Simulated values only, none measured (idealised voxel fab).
This is a process module. Its name is voxel fin reveal.
FYI the section here is cut, 275 nm wide, cells are 5 nm squares.
Format of a cross-section: grid, square cells. Given as bands. Order: top down. Band: one or more rows of cells. Top height, bottom height, nm. Materials left to right, width each, nm. Single material + "everywhere" = fills band edge to edge. "air" = empty. The level at which height equals 0 is the one under which the wafer, as it arrives, is entirely one material. No lower edge exists for the bottom band, which continues downward and is notated as in "z 0 and below". It should be noted that a width expressed as "30 to 40" varies in equal increments from row to row of cells within the band, taking the value of the first number at the top row and that of the second number at the bottom row. No cell of the cross-section changed in a step that is given as "same as before". The label "Closed void inventory" introduces a list of the empty spaces, 8 cells or larger, that have no open way up to the top; each entry in it reads width x height at distance, where the distance is taken from the left edge and all three are stated in nm. What comes after the settings on a step's line is commentary from the simulator itself on that step. The line of a step may include "overlay nm". On a step with a mask, this value is how far to the right of its planned place the mask lay. A negative value means the mask lay to the left.

INTENDED PROCESS STEPS
1,RECEIVE with material Si
2,CONFORMAL_DEP with material SiN, thk nm 5
3,MASKED_ETCH with tone cover, mask id FINS, width nm 15, pitch nm 40, etch materials SiN, depth nm 5, overlay nm 0
4,MASKED_ETCH with tone cover, mask id FINS, width nm 15, pitch nm 40, etch materials Si, depth nm 30, overlay nm 0
5,OXIDIZE with depth nm 5
6,FILL_DEP with material SiO2, thk nm 15
7,CMP with height nm 5
8,SELECTIVE_ETCH with etch materials SiO2, depth nm 15
9,STRIP with etch materials SiN
10,CONFORMAL_DEP with material SiO2, thk nm 5

INCOMING WAFER IN CROSS-SECTION (STATE: AFTER STEP 1)
z 0 and below: Si everywhere
Closed void inventory: none

CROSS-SECTION, END OF MODULE. START: AS ABOVE. PLAN: AS ABOVE. EXECUTION: ONE MISTAKE
z 5 to 0: 105 nm air / 25 nm SiO2 / 15 nm air / 25 nm SiO2 / 105 nm air
z 0 to -5: 105 nm air / 5 nm SiO2 / 15 nm Si / 5 nm SiO2 / 15 nm air / 5 nm SiO2 / 15 nm Si / 5 nm SiO2 / 105 nm air
z -5 to -35: 110 nm SiO2 / 15 nm Si / 25 nm SiO2 / 15 nm Si / 110 nm SiO2
z -35 and below: Si everywhere
Closed void inventory: none
Error vs. plan: step 3 changed vs plan, executed as MASKED_ETCH with tone cover, mask id FINS, width nm 25, pitch nm 40, etch materials SiN, depth nm 5, overlay nm 0
